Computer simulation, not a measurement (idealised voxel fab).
Documented hereafter: the process module known as voxel transistor to metal.
Displayed cross-section: cut, width of 280 nm, square cells sized 5 nm.
How to read a cross-section here: the picture is a grid of square cells, written as bands going from the top down, and any band can span one or more rows of cells. For a band, the entry starts with two heights in nm, that of the top and then that of the bottom, and carries on with the band's materials in order from left to right, each alongside its width in nm; the word "edge to edge" beside a single material means it fills the band edge to edge, and "air" means empty space. Convention: height 0 is the level below which the wafer, as received, is all one material. The lowest band does not terminate at the bottom but continues downward, represented as "0 down". When a width is written as two numbers, as in "30->40", the first number is the width in the top row of cells of the band and the second is the width in its bottom row, and the width changes by the same amount from each row to the next. For the purposes of this document, the phrase "no alterations made" attached to a step denotes that no cell within the cross-section was modified by that step. You'll see "Closed void register" listing empty spaces that have no way open to the top, as long as they're 8 cells or more; the notation is width x height at distance, where the distance is from the left edge, and all of it is in nm. Where a step's line continues beyond its settings, the continuation is a remark by the simulator itself on that step. overlay nm: where the mask lay relative to plan, measured to the right, on steps with a mask; negatives go left.
Here's what the planned process steps look like:
1. RECEIVE: material Si
2. CONFORMAL_DEP: material SiO2, thk nm 5
3. CONFORMAL_DEP: material SiN, thk nm 15
4. DIRECTIONAL_DEP: material aC, thk nm 10
5. PATTERN: tone cover, mask id ACTIVE, material resist, width nm 105, pitch nm 125, thk nm 25, overlay nm 0
6. DIRECTIONAL_ETCH: etch materials aC, depth nm 10
7. STRIP: etch materials resist
8. DIRECTIONAL_ETCH: etch materials SiN, depth nm 15
9. DIRECTIONAL_ETCH: etch materials SiO2, depth nm 5
10. DIRECTIONAL_ETCH: etch materials Si, depth nm 30
11. STRIP: etch materials aC
12. FILL_DEP: material SiO2, thk nm 5
13. CMP: height nm 20
14. SELECTIVE_ETCH: etch materials SiO2, depth nm 15
15. STRIP: etch materials SiN
16. SELECTIVE_ETCH: etch materials SiO2, depth nm 5
17. OXIDIZE: depth nm 5
18. DIRECTIONAL_DEP: material polySi, thk nm 30
19. DIRECTIONAL_DEP: material SiCN, thk nm 15
20. PATTERN: tone cover, mask id GATE, material resist, width nm 25, pitch nm 125, thk nm 15, overlay nm -15
21. DIRECTIONAL_ETCH: etch materials SiCN, depth nm 25
22. DIRECTIONAL_ETCH: etch materials polySi, depth nm 40
23. STRIP: etch materials resist
24. CONFORMAL_DEP: material SiO2, thk nm 5
25. DIRECTIONAL_ETCH: etch materials SiO2, depth nm 5
26. CONFORMAL_DEP: material SiN, thk nm 10
27. DIRECTIONAL_ETCH: etch materials SiN, depth nm 10
28. DIRECTIONAL_ETCH: etch materials SiO2, depth nm 5
29. DIRECTIONAL_ETCH: etch materials Si, depth nm 15
30. EPI: material SiGe, thk nm 20
31. FILL_DEP: material SiO2, thk nm 10
32. CMP: height nm 45
33. DIRECTIONAL_DEP: material SiO2, thk nm 10
34. DIRECTIONAL_DEP: material aC, thk nm 10
35. PATTERN: tone open, mask id CONTACT, material resist, width nm 30, thk nm 25, overlay nm 0
36. DIRECTIONAL_ETCH: etch materials aC, depth nm 10
37. STRIP: etch materials resist
38. DIRECTIONAL_ETCH: etch materials SiO2, depth nm 40
39. STRIP: etch materials aC
40. CONFORMAL_DEP: material TiN, thk nm 5
41. FILL_DEP: material W, thk nm 10
42. CMP: height nm 55
43. DIRECTIONAL_DEP: material TiN, thk nm 5
44. DIRECTIONAL_DEP: material Ru, thk nm 20
45. DIRECTIONAL_DEP: material aC, thk nm 10
46. PATTERN: tone cover, mask id METAL_1, material resist, width nm 20, thk nm 25, overlay nm 0
47. DIRECTIONAL_ETCH: etch materials aC, depth nm 10
48. STRIP: etch materials resist
49. DIRECTIONAL_ETCH: etch materials Ru, depth nm 20
50. DIRECTIONAL_ETCH: etch materials TiN, depth nm 5
51. STRIP: etch materials aC
52. FILL_DEP: material SiO2, thk nm 5
53. CMP: height nm 80
54. CONFORMAL_DEP: material SiN, thk nm 5
Be aware that, although all wafers share a common starting state, the overlay nm at step 20 differs among them, and the plan displays the first wafer's value.
As received, i.e. after step 1: cross-section through the first of several wafers:
  0 down: Si edge to edge
  Closed void register: none
first wafer at the end, after step 54:
  85 to 80: SiN edge to edge
  80 to 60: SiO2 30 nm  Ru 20 nm  SiO2 55 nm  Ru 20 nm  SiO2 30 nm  Ru 20 nm  SiO2 55 nm  Ru 20 nm  SiO2 30 nm
  60 to 55: SiO2 30 nm  TiN 20 nm  SiO2 55 nm  TiN 20 nm  SiO2 30 nm  TiN 20 nm  SiO2 55 nm  TiN 20 nm  SiO2 30 nm
  55 to 50: SiO2 30 nm  TiN 5 nm  W 20 nm  TiN 5 nm  SiO2 35 nm  TiN 5 nm  W 20 nm  TiN 5 nm  SiO2 30 nm  TiN 5 nm  W 20 nm  TiN 5 nm  SiO2 35 nm  TiN 5 nm  W 20 nm  TiN 5 nm  SiO2 30 nm
  50 to 45: SiO2 30 nm  TiN 30 nm  SiO2 35 nm  TiN 5 nm  W 20 nm  TiN 5 nm  SiO2 30 nm  TiN 30 nm  SiO2 35 nm  TiN 5 nm  W 20 nm  TiN 5 nm  SiO2 30 nm
  45 to 30: SiO2 30 nm  TiN 5 nm  SiN 10 nm  TiN 5 nm  SiCN 25 nm  SiO2 5 nm  SiN 10 nm  SiO2 5 nm  TiN 5 nm  W 20 nm  TiN 5 nm  SiO2 30 nm  TiN 5 nm  SiN 10 nm  TiN 5 nm  SiCN 25 nm  SiO2 5 nm  SiN 10 nm  SiO2 5 nm  TiN 5 nm  W 20 nm  TiN 5 nm  SiO2 30 nm
  30 to 20: SiO2 30 nm  TiN 5 nm  SiN 10 nm  TiN 5 nm  polySi 25 nm  SiO2 5 nm  SiN 10 nm  SiO2 5 nm  TiN 5 nm  W 20 nm  TiN 5 nm  SiO2 30 nm  TiN 5 nm  SiN 10 nm  TiN 5 nm  polySi 25 nm  SiO2 5 nm  SiN 10 nm  SiO2 5 nm  TiN 5 nm  W 20 nm  TiN 5 nm  SiO2 30 nm
  20 to 15: SiO2 30 nm  TiN 5 nm  SiN 10 nm  TiN 5 nm  polySi 25 nm  SiO2 5 nm  SiN 10 nm  SiO2 5 nm  TiN 30 nm  SiO2 30 nm  TiN 5 nm  SiN 10 nm  TiN 5 nm  polySi 25 nm  SiO2 5 nm  SiN 10 nm  SiO2 5 nm  TiN 30 nm  SiO2 30 nm
  15 to 0: SiO2 15 nm  SiGe 20 nm  SiN 10 nm  SiO2 5 nm  polySi 25 nm  SiO2 5 nm  SiN 10 nm  SiGe 20 nm  SiO2 30 nm  SiGe 20 nm  SiN 10 nm  SiO2 5 nm  polySi 25 nm  SiO2 5 nm  SiN 10 nm  SiGe 20 nm  SiO2 45 nm
  0 to -5: SiO2 15 nm  SiGe 20 nm  SiO2 55 nm  SiGe 45 nm  SiO2 5 nm  SiGe 20 nm  SiO2 55 nm  SiGe 45 nm  SiO2 20 nm
  -5 to -20: SiO2 25 nm  SiGe 10 nm  Si 55 nm  SiGe 40 nm  SiO2 20 nm  SiGe 10 nm  Si 55 nm  SiGe 40 nm  SiO2 25 nm
  -20 to -30: SiO2 25 nm  Si 105 nm  SiO2 20 nm  Si 105 nm  SiO2 25 nm
  -30 down: Si edge to edge
  Closed void register: none
Sectional view of the last wafer upon completion of the module:
  85 to 80: SiN edge to edge
  80 to 60: SiO2 30 nm  Ru 20 nm  SiO2 55 nm  Ru 20 nm  SiO2 30 nm  Ru 20 nm  SiO2 55 nm  Ru 20 nm  SiO2 30 nm
  60 to 55: SiO2 30 nm  TiN 20 nm  SiO2 55 nm  TiN 20 nm  SiO2 30 nm  TiN 20 nm  SiO2 55 nm  TiN 20 nm  SiO2 30 nm
  55 to 50: SiO2 30 nm  TiN 5 nm  W 20 nm  TiN 5 nm  SiO2 35 nm  TiN 5 nm  W 20 nm  TiN 5 nm  SiO2 30 nm  TiN 5 nm  W 20 nm  TiN 5 nm  SiO2 35 nm  TiN 5 nm  W 20 nm  TiN 5 nm  SiO2 30 nm
  50 to 45: SiO2 30 nm  TiN 5 nm  W 20 nm  TiN 5 nm  SiO2 35 nm  TiN 30 nm  SiO2 30 nm  TiN 5 nm  W 20 nm  TiN 5 nm  SiO2 35 nm  TiN 30 nm  SiO2 30 nm
  45 to 30: SiO2 30 nm  TiN 5 nm  W 20 nm  TiN 5 nm  SiO2 5 nm  SiN 10 nm  SiO2 5 nm  SiCN 25 nm  TiN 5 nm  SiN 10 nm  TiN 5 nm  SiO2 30 nm  TiN 5 nm  W 20 nm  TiN 5 nm  SiO2 5 nm  SiN 10 nm  SiO2 5 nm  SiCN 25 nm  TiN 5 nm  SiN 10 nm  TiN 5 nm  SiO2 30 nm
  30 to 20: SiO2 30 nm  TiN 5 nm  W 20 nm  TiN 5 nm  SiO2 5 nm  SiN 10 nm  SiO2 5 nm  polySi 25 nm  TiN 5 nm  SiN 10 nm  TiN 5 nm  SiO2 30 nm  TiN 5 nm  W 20 nm  TiN 5 nm  SiO2 5 nm  SiN 10 nm  SiO2 5 nm  polySi 25 nm  TiN 5 nm  SiN 10 nm  TiN 5 nm  SiO2 30 nm
  20 to 15: SiO2 30 nm  TiN 30 nm  SiO2 5 nm  SiN 10 nm  SiO2 5 nm  polySi 25 nm  TiN 5 nm  SiN 10 nm  TiN 5 nm  SiO2 30 nm  TiN 30 nm  SiO2 5 nm  SiN 10 nm  SiO2 5 nm  polySi 25 nm  TiN 5 nm  SiN 10 nm  TiN 5 nm  SiO2 30 nm
  15 to 0: SiO2 45 nm  SiGe 20 nm  SiN 10 nm  SiO2 5 nm  polySi 25 nm  SiO2 5 nm  SiN 10 nm  SiGe 20 nm  SiO2 30 nm  SiGe 20 nm  SiN 10 nm  SiO2 5 nm  polySi 25 nm  SiO2 5 nm  SiN 10 nm  SiGe 20 nm  SiO2 15 nm
  0 to -5: SiO2 20 nm  SiGe 45 nm  SiO2 55 nm  SiGe 20 nm  SiO2 5 nm  SiGe 45 nm  SiO2 55 nm  SiGe 20 nm  SiO2 15 nm
  -5 to -20: SiO2 25 nm  SiGe 40 nm  Si 55 nm  SiGe 10 nm  SiO2 20 nm  SiGe 40 nm  Si 55 nm  SiGe 10 nm  SiO2 25 nm
  -20 to -30: SiO2 25 nm  Si 105 nm  SiO2 20 nm  Si 105 nm  SiO2 25 nm
  -30 down: Si edge to edge
  Closed void register: none
What follows is a table in which each wafer occupies a row; for the wafer as it stands at the close of the module, the row states, material by material, how many cells have been gained (+) or lost (-) since receipt, and then gives its closed voids:
overlay nm -15, +64 Ru, -186 Si, +30 SiCN, +134 SiGe, +128 SiN, +562 SiO2, +96 TiN, +64 W, +60 polySi, Closed void register: none
overlay nm -10, +64 Ru, -186 Si, +30 SiCN, +132 SiGe, +128 SiN, +552 SiO2, +108 TiN, +64 W, +60 polySi, Closed void register: none
overlay nm -5, +64 Ru, -186 Si, +30 SiCN, +132 SiGe, +128 SiN, +552 SiO2, +108 TiN, +64 W, +60 polySi, Closed void register: none
overlay nm 0, +64 Ru, -186 Si, +30 SiCN, +132 SiGe, +128 SiN, +564 SiO2, +96 TiN, +64 W, +60 polySi, Closed void register: none
overlay nm 5, +64 Ru, -186 Si, +30 SiCN, +132 SiGe, +128 SiN, +552 SiO2, +108 TiN, +64 W, +60 polySi, Closed void register: none
overlay nm 10, +64 Ru, -186 Si, +30 SiCN, +132 SiGe, +128 SiN, +552 SiO2, +108 TiN, +64 W, +60 polySi, Closed void register: none
overlay nm 15, +64 Ru, -186 Si, +30 SiCN, +134 SiGe, +128 SiN, +562 SiO2, +96 TiN, +64 W, +60 polySi, Closed void register: none
